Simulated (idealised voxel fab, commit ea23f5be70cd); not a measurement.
Documented hereafter: the process module known as voxel gate over fins.
Shown is cross-section cut, with a width of 225 nm and square cells of size 5 nm.
Cross-section layout: square cells on a grid; listed as bands, top to bottom; a band spans one or more cell rows.
Top height, bottom height, nm. Materials left to right, width each, nm. Single material + "edge to edge" = fills band edge to edge. "empty" = empty.
Height 0 is the level under which the wafer as received is all one material. The lowest band goes on downwards, as in "0 and below".
When a width is written as two numbers, as in "30 to 40", the first number is the width in the top row of cells of the band and the second is the width in its bottom row, and the width changes by the same amount from each row to the next.
The cross-section has no changed cell in any step marked "nothing got changed".
"Closed void table" contains a list of empty spaces, each no smaller than 8 cells and without an open way to the top, written in the form width x height at distance with the distance from the left edge and all three in nm.
It should be noted that, on the line of a given step, the content following the step's settings is a remark produced by the simulator itself with respect to that step.
If you see "overlay nm" on a step's line and that step has a mask, it's telling you how far right of where it was planned the mask ended up; a negative number means it went left instead.

List of planned process steps
1) RECEIVE (material Si)
2) CONFORMAL_DEP (material SiN; thk nm 5)
3) PATTERN (tone cover; mask id FINS; material resist; width nm 15; pitch nm 45; thk nm 20; overlay nm 0)
4) DIRECTIONAL_ETCH (etch materials SiN; depth nm 5)
5) DIRECTIONAL_ETCH (etch materials Si; depth nm 35)
6) STRIP (etch materials resist)
7) OXIDIZE (depth nm 5)
8) FILL_DEP (material SiO2; thk nm 5)
9) CMP (height nm 5)
10) SELECTIVE_ETCH (etch materials SiO2; depth nm 15)
11) STRIP (etch materials SiN)
12) CONFORMAL_DEP (material HfO2; thk nm 5)
13) CONFORMAL_DEP (material TiN; thk nm 5)
14) FILL_DEP (material W; thk nm 15)
15) CMP (height nm 20)
16) CONFORMAL_DEP (material SiN; thk nm 10)

Cross-section, incoming material, after step 1
> 0 and below: Si edge to edge
> Closed void table: none

Wafer cross-section at end of module: start and plan as shown above, one execution error
> 30 down to 20: SiN edge to edge
> 20 down to 10: W edge to edge
> 10 down to 5: W=55 | HfO2=25 | W=20 | HfO2=25 | W=20 | HfO2=25 | W=55
> 5 down to 0: W=55 | HfO2=5 | TiN=15 | HfO2=5 | W=20 | HfO2=5 | TiN=15 | HfO2=5 | W=20 | HfO2=5 | TiN=15 | HfO2=5 | W=55
> 0 down to -5: HfO2=60 | TiN=5 | Si=5 | TiN=5 | HfO2=30 | TiN=5 | Si=5 | TiN=5 | HfO2=30 | TiN=5 | Si=5 | TiN=5 | HfO2=60
> -5 down to -10: TiN=65 | Si=5 | TiN=40 | Si=5 | TiN=40 | Si=5 | TiN=65
> -10 down to -40: SiO2=65 | Si=5 | SiO2=40 | Si=5 | SiO2=40 | Si=5 | SiO2=65
> -40 and below: Si edge to edge
> Closed void table: none
Heads up, the wafer didn't run the way we planned it: plan vs actual: 12 and 13 interchanged
